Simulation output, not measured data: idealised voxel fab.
This section sets out a process module, namely voxel released beams.
In the cross-section labelled cut, the width is 255 nm and each square cell is 5 nm.
When this document writes out a cross-section, it uses a grid of square cells and lists it as bands, beginning at the top and moving down, with a band standing for one or more rows of cells.
Heights first: top, then bottom, in nm. Then materials, left to right, each with a width in nm. "throughout" on a single material: fills the band edge to edge. "empty": empty space.
Where do heights start? At 0: under that level the wafer as delivered is made of one material only. And the lowest band has no floor; it just carries on downward, as in "top 0, no bottom".
Per-row width for "30 to 40": begins at first number (top row of band), ends at second number (bottom row), increment between rows held constant.
"stayed the same" after a step means that no cell of the cross-section changed.
Look at "Sealed void listing" for the closed voids: empty spaces with no open path to the top, sized 8 cells or up. Each is width x height at distance, distance from the left edge, all nm.
Note: text after step settings on the step line = simulator remark on that step.
The line of a step may include "overlay nm". On a step with a mask, this value is how far to the right of its planned place the mask lay. A negative value means the mask lay to the left.

[Planned process steps]
1. RECEIVE,material Si
2. CONFORMAL_DEP,material SiN,thk nm 5
3. DIRECTIONAL_DEP,material SiO2,thk nm 20
4. MASKED_ETCH,tone open,mask id ANCHOR,width nm 30,etch materials SiO2,depth nm 20,overlay nm 0
5. CONFORMAL_DEP,material TiN,thk nm 15
6. DIRECTIONAL_DEP,material aC,thk nm 10
7. PATTERN,tone cover,mask id BEAM,material resist,width nm 85,thk nm 25,overlay nm 0
8. DIRECTIONAL_ETCH,etch materials aC,depth nm 10
9. STRIP,etch materials resist
10. DIRECTIONAL_ETCH,etch materials TiN,depth nm 15
11. STRIP,etch materials aC
12. STRIP,etch materials SiO2
Same starting wafers, different width nm at step 4. Plan value belongs to the first wafer.

[After step 1, as received: first of several wafers, cross-section]
	top 0, no bottom | Si throughout
	Sealed void listing: none

[Cross-section of the first of several wafers, taken after step 12, where the module ends]
	top 40, bottom 25 | empty 80 nm; TiN 85 nm; empty 90 nm
	top 25, bottom 5 | empty 90 nm; TiN 30 nm; empty 135 nm
	top 5, bottom 0 | SiN throughout
	top 0, no bottom | Si throughout
	Sealed void listing: none

[Here's the last wafer cross-sectioned at the end of the module]
	top 40, bottom 25 | empty 80 nm; TiN 15 nm; empty 25 nm; TiN 45 nm; empty 90 nm
	top 25, bottom 20 | empty 80 nm; TiN 15 nm; empty 25 nm; TiN 15 nm; empty 120 nm
	top 20, bottom 5 | empty 80 nm; TiN 55 nm; empty 120 nm
	top 5, bottom 0 | SiN throughout
	top 0, no bottom | Si throughout
	Sealed void listing: none

[Here is how to read the rows: every wafer has a row, and it shows the wafer at the end of the module, giving for each material how many cells were gained (+) or lost (-) since the wafer was received, then listing its closed voids]
width nm 30; +51 SiN; +75 TiN; Sealed void listing: none
width nm 35; +51 SiN; +75 TiN; Sealed void listing: none
width nm 40; +51 SiN; +75 TiN; Sealed void listing: none
width nm 45; +51 SiN; +75 TiN; Sealed void listing: none
width nm 50; +51 SiN; +75 TiN; Sealed void listing: none
width nm 55; +51 SiN; +75 TiN; Sealed void listing: none
